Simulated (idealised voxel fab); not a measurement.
process module | voxel transistor to metal
cross-section cut | 210 nm wide | cells 5 nm
A cross-section is a grid of square cells, given in bands from the top down. A band is one or more rows of cells.
Each band's line starts with the height of the band's top and of its bottom, in nm. Then come its materials from left to right, each with its width in nm. One material with "throughout" fills the band from edge to edge. "air" is empty space.
Height 0 is the level under which the wafer as received is all one material. The lowest band goes on downwards, as in "0 down".
A width such as "30 to 40" changes by the same amount from each row of cells to the next, from the band's top row to its bottom row.
"no change" after a step means that no cell of the cross-section changed.
closed voids: empty space of 8 cells or more with no open way to the top, each as width x height at its distance from the left edge, in nm
after a step's settings: what the simulator itself notes on the step
overlay nm, on a step with a mask: how far to the right of its planned place the mask lay; to the left if negative
plan
1 op RECEIVE | material Si
2 op CONFORMAL_DEP | material SiO2 | thk nm 5
3 op CONFORMAL_DEP | material SiN | thk nm 10
4 op MASKED_ETCH | tone cover | mask id ACTIVE | width nm 115 | etch materials SiN | depth nm 10 | overlay nm 0
5 op MASKED_ETCH | tone cover | mask id ACTIVE | width nm 115 | etch materials SiO2 | depth nm 5 | overlay nm 0
6 op MASKED_ETCH | tone cover | mask id ACTIVE | width nm 115 | etch materials Si | depth nm 35 | overlay nm 0
7 op OXIDIZE | depth nm 5
8 op FILL_DEP | material SiO2 | thk nm 15
9 op CMP | height nm 15
10 op SELECTIVE_ETCH | etch materials SiO2 | depth nm 5
11 op STRIP | etch materials SiN
12 op SELECTIVE_ETCH | etch materials SiO2 | depth nm 5
13 op OXIDIZE | depth nm 5
14 op DIRECTIONAL_DEP | material polySi | thk nm 30
15 op DIRECTIONAL_DEP | material SiCN | thk nm 10
16 op PATTERN | tone cover | mask id GATE | material resist | width nm 25 | thk nm 15 | overlay nm 0
17 op DIRECTIONAL_ETCH | etch materials SiCN | depth nm 20
18 op DIRECTIONAL_ETCH | etch materials polySi | depth nm 40
19 op STRIP | etch materials resist
20 op CONFORMAL_DEP | material SiN | thk nm 10
21 op DIRECTIONAL_ETCH | etch materials SiN | depth nm 10
22 op DIRECTIONAL_ETCH | etch materials SiO2 | depth nm 5
23 op EPI | material nSi | thk nm 5
24 op FILL_DEP | material SiO2 | thk nm 5
25 op CMP | height nm 40
26 op DIRECTIONAL_DEP | material SiO2 | thk nm 10
27 op DIRECTIONAL_DEP | material aC | thk nm 10
28 op PATTERN | tone open | mask id CONTACT | material resist | width nm 20 | pitch nm 75 | thk nm 30 | overlay nm 0
29 op DIRECTIONAL_ETCH | etch materials aC | depth nm 10
30 op STRIP | etch materials resist
31 op DIRECTIONAL_ETCH | etch materials SiO2 | depth nm 50
32 op STRIP | etch materials aC
33 op CONFORMAL_DEP | material TiN | thk nm 5
34 op FILL_DEP | material Ru | thk nm 5
35 op CMP | height nm 50
36 op CONFORMAL_DEP | material SiCN | thk nm 5
37 op DIRECTIONAL_DEP | material lowk | thk nm 15
38 op PATTERN | tone open | mask id METAL_1 | material resist | width nm 20 | pitch nm 75 | thk nm 20 | overlay nm 0
39 op DIRECTIONAL_ETCH | etch materials lowk | depth nm 15
40 op DIRECTIONAL_ETCH | etch materials SiCN | depth nm 5
41 op STRIP | etch materials resist
42 op CONFORMAL_DEP | material TiN | thk nm 5
43 op FILL_DEP | material W | thk nm 5
44 op CMP | height nm 70
45 op CONFORMAL_DEP | material SiN | thk nm 5
first wafer, as planned
as received, after step 1
  0 down: Si throughout
  closed voids: none
after step 2
  5 to 0: SiO2 throughout
  below 0: unchanged
after step 3
  15 to 5: SiN throughout
  below 5: unchanged
after step 4
  15 to 5: air 45 | SiN 115 | air 50
  below 5: unchanged
after step 5
  15 to 5: air 45 | SiN 115 | air 50
  5 to 0: air 45 | SiO2 115 | air 50
  below 0: unchanged
after step 6
  15 to 5: air 45 | SiN 115 | air 50
  5 to 0: air 45 | SiO2 115 | air 50
  0 to -35: air 45 | Si 115 | air 50
  below -35: unchanged
after step 7
  15 to 5: air 45 | SiN 115 | air 50
  5 to 0: air 45 | SiO2 115 | air 50
  0 to -35: air 45 | SiO2 5 | Si 105 | SiO2 5 | air 50
  -35 to -40: SiO2 50 | Si 105 | SiO2 55
  below -40: unchanged
after step 8
  30 to 15: SiO2 throughout
  15 to 5: SiO2 45 | SiN 115 | SiO2 50
  5 to 0: SiO2 throughout
  0 to -40: SiO2 50 | Si 105 | SiO2 55
  below -40: unchanged
after step 9
  15 to 5: SiO2 45 | SiN 115 | SiO2 50
  below 5: unchanged
after step 10
  15 to 10: air 45 | SiN 115 | air 50
  below 10: unchanged
after step 11
  10 to 5: SiO2 45 | air 115 | SiO2 50
  below 5: unchanged
after step 12
  5 to 0: SiO2 40 | air 125 | SiO2 45
  below 0: unchanged
after step 13
  5 to 0: SiO2 40 | air 125 | SiO2 45
  0 to -5: SiO2 throughout
  below -5: unchanged
after step 14
  35 to 30: polySi 40 | air 125 | polySi 45
  30 to 5: polySi throughout
  5 to 0: SiO2 40 | polySi 125 | SiO2 45
  below 0: unchanged
after step 15
  45 to 40: SiCN 40 | air 125 | SiCN 45
  40 to 35: SiCN throughout
  35 to 30: polySi 40 | SiCN 125 | polySi 45
  below 30: unchanged
after step 16
  60 to 45: air 90 | resist 25 | air 95
  45 to 40: SiCN 40 | air 50 | resist 25 | air 50 | SiCN 45
  below 40: unchanged
after step 17
  60 to 40: air 90 | resist 25 | air 95
  40 to 35: air 90 | SiCN 25 | air 95
  35 to 30: polySi 40 | air 50 | SiCN 25 | air 50 | polySi 45
  below 30: unchanged
after step 18
  60 to 40: air 90 | resist 25 | air 95
  40 to 30: air 90 | SiCN 25 | air 95
  30 to 5: air 90 | polySi 25 | air 95
  5 to 0: SiO2 40 | air 50 | polySi 25 | air 50 | SiO2 45
  below 0: unchanged
after step 19
  40 to 30: air 90 | SiCN 25 | air 95
  below 30: unchanged
after step 20
  50 to 40: air 80 | SiN 45 | air 85
  40 to 30: air 80 | SiN 10 | SiCN 25 | SiN 10 | air 85
  30 to 15: air 80 | SiN 10 | polySi 25 | SiN 10 | air 85
  15 to 10: SiN 50 | air 30 | SiN 10 | polySi 25 | SiN 10 | air 30 | SiN 55
  10 to 5: SiN 90 | polySi 25 | SiN 95
  5 to 0: SiO2 40 | SiN 50 | polySi 25 | SiN 50 | SiO2 45
  below 0: unchanged
after step 21
  40 to 30: air 80 | SiN 10 | SiCN 25 | SiN 10 | air 85
  30 to 5: air 80 | SiN 10 | polySi 25 | SiN 10 | air 85
  5 to 0: SiO2 40 | SiN 10 | air 30 | SiN 10 | polySi 25 | SiN 10 | air 30 | SiN 10 | SiO2 45
  below 0: unchanged
after step 22
  40 to 30: air 80 | SiN 10 | SiCN 25 | SiN 10 | air 85
  30 to 5: air 80 | SiN 10 | polySi 25 | SiN 10 | air 85
  5 to 0: air 40 | SiN 10 | air 30 | SiN 10 | polySi 25 | SiN 10 | air 30 | SiN 10 | air 45
  0 to -5: SiO2 50 | air 30 | SiO2 45 | air 30 | SiO2 55
  below -5: unchanged
after step 23
  40 to 30: air 80 | SiN 10 | SiCN 25 | SiN 10 | air 85
  30 to 5: air 80 | SiN 10 | polySi 25 | SiN 10 | air 85
  5 to 0: air 40 | SiN 10 | air 30 | SiN 10 | polySi 25 | SiN 10 | air 30 | SiN 10 | air 45
  0 to -5: SiO2 50 | nSi 30 | SiO2 45 | nSi 30 | SiO2 55
  below -5: unchanged
after step 24
  45 to 40: SiO2 throughout
  40 to 30: SiO2 80 | SiN 10 | SiCN 25 | SiN 10 | SiO2 85
  30 to 5: SiO2 80 | SiN 10 | polySi 25 | SiN 10 | SiO2 85
  5 to 0: SiO2 40 | SiN 10 | SiO2 30 | SiN 10 | polySi 25 | SiN 10 | SiO2 30 | SiN 10 | SiO2 45
  below 0: unchanged
after step 25
  40 to 30: SiO2 80 | SiN 10 | SiCN 25 | SiN 10 | SiO2 85
  below 30: unchanged
after step 26
  50 to 40: SiO2 throughout
  below 40: unchanged
after step 27
  60 to 50: aC throughout
  below 50: unchanged
after step 28
  90 to 60: resist 55 | air 20 | resist 55 | air 20 | resist 60
  below 60: unchanged
after step 29
  80 to 60: resist 55 | air 20 | resist 55 | air 20 | resist 60
  60 to 50: aC 55 | air 20 | aC 55 | air 20 | aC 60
  below 50: unchanged
after step 30
  60 to 50: aC 55 | air 20 | aC 55 | air 20 | aC 60
  below 50: unchanged
after step 31
  60 to 50: aC 55 | air 20 | aC 55 | air 20 | aC 60
  50 to 40: SiO2 55 | air 20 | SiO2 55 | air 20 | SiO2 60
  40 to 30: SiO2 55 | air 20 | SiO2 5 | SiN 10 | SiCN 25 | SiN 10 | SiO2 5 | air 20 | SiO2 60
  30 to 5: SiO2 55 | air 20 | SiO2 5 | SiN 10 | polySi 25 | SiN 10 | SiO2 5 | air 20 | SiO2 60
  5 to 0: SiO2 40 | SiN 10 | SiO2 5 | air 20 | SiO2 5 | SiN 10 | polySi 25 | SiN 10 | SiO2 5 | air 20 | SiO2 5 | SiN 10 | SiO2 45
  below 0: unchanged
after step 32
  50 to 40: SiO2 55 | air 20 | SiO2 55 | air 20 | SiO2 60
  below 40: unchanged
after step 33
  55 to 50: TiN 60 | air 10 | TiN 65 | air 10 | TiN 65
  50 to 40: SiO2 55 | TiN 5 | air 10 | TiN 5 | SiO2 55 | TiN 5 | air 10 | TiN 5 | SiO2 60
  40 to 30: SiO2 55 | TiN 5 | air 10 | TiN 5 | SiO2 5 | SiN 10 | SiCN 25 | SiN 10 | SiO2 5 | TiN 5 | air 10 | TiN 5 | SiO2 60
  30 to 5: SiO2 55 | TiN 5 | air 10 | TiN 5 | SiO2 5 | SiN 10 | polySi 25 | SiN 10 | SiO2 5 | TiN 5 | air 10 | TiN 5 | SiO2 60
  5 to 0: SiO2 40 | SiN 10 | SiO2 5 | TiN 20 | SiO2 5 | SiN 10 | polySi 25 | SiN 10 | SiO2 5 | TiN 20 | SiO2 5 | SiN 10 | SiO2 45
  below 0: unchanged
after step 34
  60 to 55: Ru throughout
  55 to 50: TiN 60 | Ru 10 | TiN 65 | Ru 10 | TiN 65
  50 to 40: SiO2 55 | TiN 5 | Ru 10 | TiN 5 | SiO2 55 | TiN 5 | Ru 10 | TiN 5 | SiO2 60
  40 to 30: SiO2 55 | TiN 5 | Ru 10 | TiN 5 | SiO2 5 | SiN 10 | SiCN 25 | SiN 10 | SiO2 5 | TiN 5 | Ru 10 | TiN 5 | SiO2 60
  30 to 5: SiO2 55 | TiN 5 | Ru 10 | TiN 5 | SiO2 5 | SiN 10 | polySi 25 | SiN 10 | SiO2 5 | TiN 5 | Ru 10 | TiN 5 | SiO2 60
  below 5: unchanged
after step 35
  50 to 40: SiO2 55 | TiN 5 | Ru 10 | TiN 5 | SiO2 55 | TiN 5 | Ru 10 | TiN 5 | SiO2 60
  below 40: unchanged
after step 36
  55 to 50: SiCN throughout
  below 50: unchanged
after step 37
  70 to 55: lowk throughout
  below 55: unchanged
after step 38
  90 to 70: resist 55 | air 20 | resist 55 | air 20 | resist 60
  below 70: unchanged
after step 39
  90 to 70: resist 55 | air 20 | resist 55 | air 20 | resist 60
  70 to 55: lowk 55 | air 20 | lowk 55 | air 20 | lowk 60
  below 55: unchanged
after step 40
  90 to 70: resist 55 | air 20 | resist 55 | air 20 | resist 60
  70 to 55: lowk 55 | air 20 | lowk 55 | air 20 | lowk 60
  55 to 50: SiCN 55 | air 20 | SiCN 55 | air 20 | SiCN 60
  below 50: unchanged
after step 41
  70 to 55: lowk 55 | air 20 | lowk 55 | air 20 | lowk 60
  below 55: unchanged
after step 42
  75 to 70: TiN 60 | air 10 | TiN 65 | air 10 | TiN 65
  70 to 55: lowk 55 | TiN 5 | air 10 | TiN 5 | lowk 55 | TiN 5 | air 10 | TiN 5 | lowk 60
  55 to 50: SiCN 55 | TiN 20 | SiCN 55 | TiN 20 | SiCN 60
  below 50: unchanged
after step 43
  80 to 75: W throughout
  75 to 70: TiN 60 | W 10 | TiN 65 | W 10 | TiN 65
  70 to 55: lowk 55 | TiN 5 | W 10 | TiN 5 | lowk 55 | TiN 5 | W 10 | TiN 5 | lowk 60
  below 55: unchanged
after step 44
  70 to 55: lowk 55 | TiN 5 | W 10 | TiN 5 | lowk 55 | TiN 5 | W 10 | TiN 5 | lowk 60
  below 55: unchanged
after step 45
  75 to 70: SiN throughout
  below 70: unchanged
second wafer: like start, like plan, one mistake. Through step 44 it matches the first wafer
when step 45 should have ended
  85 to 70: SiN throughout
  below 70: unchanged
what went wrong: step 45 ran as: op CONFORMAL_DEP | material SiN | thk nm 15
at the end the second wafer has, in cells: 84 more of SiN
